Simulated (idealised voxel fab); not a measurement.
process module | voxel spacer lines
cross-section cut | 280 nm wide | cells 5 nm
A cross-section is a grid of square cells, given in bands from the top down. A band is one or more rows of cells.
Each band's line starts with the height of the band's top and of its bottom, in nm. Then come its materials from left to right, each with its width in nm. One material with "throughout" fills the band from edge to edge. "air" is empty space.
Height 0 is the level under which the wafer as received is all one material. The lowest band goes on downwards, as in "0 down".
A width such as "30 to 40" changes by the same amount from each row of cells to the next, from the band's top row to its bottom row.
"no change" after a step means that no cell of the cross-section changed.
closed voids: empty space of 8 cells or more with no open way to the top, each as width x height at its distance from the left edge, in nm
after a step's settings: what the simulator itself notes on the step
overlay nm, on a step with a mask: how far to the right of its planned place the mask lay; to the left if negative
plan
1 op RECEIVE | material Si
2 op CONFORMAL_DEP | material Al2O3 | thk nm 10
3 op DIRECTIONAL_DEP | material W | thk nm 10
4 op DIRECTIONAL_DEP | material polySi | thk nm 20
5 op PATTERN | tone cover | mask id MANDREL | material resist | width nm 15 | pitch nm 50 | thk nm 25 | overlay nm 0
6 op DIRECTIONAL_ETCH | etch materials polySi | depth nm 20
7 op STRIP | etch materials resist
8 op CONFORMAL_DEP | material SiO2 | thk nm 10
9 op DIRECTIONAL_ETCH | etch materials SiO2 | depth nm 10
10 op STRIP | etch materials polySi
11 op DIRECTIONAL_ETCH | etch materials W | depth nm 10
12 op STRIP | etch materials SiO2
13 op FILL_DEP | material lowk | thk nm 5
14 op CMP | height nm 20
first wafer, as planned
as received, after step 1
  0 down: Si throughout
  closed voids: none
after step 2
  10 to 0: Al2O3 throughout
  below 0: unchanged
after step 3
  20 to 10: W throughout
  below 10: unchanged
after step 4
  40 to 20: polySi throughout
  below 20: unchanged
after step 5
  65 to 40: air 105 | resist 15 | air 35 | resist 15 | air 110
  below 40: unchanged
after step 6
  65 to 40: air 105 | resist 15 | air 35 | resist 15 | air 110
  40 to 20: air 105 | polySi 15 | air 35 | polySi 15 | air 110
  below 20: unchanged
after step 7
  40 to 20: air 105 | polySi 15 | air 35 | polySi 15 | air 110
  below 20: unchanged
after step 8
  50 to 40: air 95 | SiO2 35 | air 15 | SiO2 35 | air 100
  40 to 30: air 95 | SiO2 10 | polySi 15 | SiO2 10 | air 15 | SiO2 10 | polySi 15 | SiO2 10 | air 100
  30 to 20: SiO2 105 | polySi 15 | SiO2 35 | polySi 15 | SiO2 110
  below 20: unchanged
after step 9
  40 to 20: air 95 | SiO2 10 | polySi 15 | SiO2 10 | air 15 | SiO2 10 | polySi 15 | SiO2 10 | air 100
  below 20: unchanged
after step 10
  40 to 20: air 95 | SiO2 10 | air 15 | SiO2 10 | air 15 | SiO2 10 | air 15 | SiO2 10 | air 100
  below 20: unchanged
after step 11
  40 to 20: air 95 | SiO2 10 | air 15 | SiO2 10 | air 15 | SiO2 10 | air 15 | SiO2 10 | air 100
  20 to 10: air 95 | W 10 | air 15 | W 10 | air 15 | W 10 | air 15 | W 10 | air 100
  below 10: unchanged
after step 12
  20 to 10: air 95 | W 10 | air 15 | W 10 | air 15 | W 10 | air 15 | W 10 | air 100
  below 10: unchanged
after step 13
  25 to 20: lowk throughout
  20 to 10: lowk 95 | W 10 | lowk 15 | W 10 | lowk 15 | W 10 | lowk 15 | W 10 | lowk 100
  below 10: unchanged
after step 14
  20 to 10: lowk 95 | W 10 | lowk 15 | W 10 | lowk 15 | W 10 | lowk 15 | W 10 | lowk 100
  below 10: unchanged
second wafer: like start, like plan, one mistake. Through step 11 it matches the first wafer
when step 12 should have ended: no change
when step 13 should have ended
  45 to 40: lowk throughout
  40 to 20: lowk 95 | SiO2 10 | lowk 15 | SiO2 10 | lowk 15 | SiO2 10 | lowk 15 | SiO2 10 | lowk 100
  20 to 10: lowk 95 | W 10 | lowk 15 | W 10 | lowk 15 | W 10 | lowk 15 | W 10 | lowk 100
  below 10: unchanged
when step 14 should have ended
  20 to 10: lowk 95 | W 10 | lowk 15 | W 10 | lowk 15 | W 10 | lowk 15 | W 10 | lowk 100
  below 10: unchanged
what went wrong: step 12 was left out
at the end the two cross-sections are the same: no effect in what this model computes
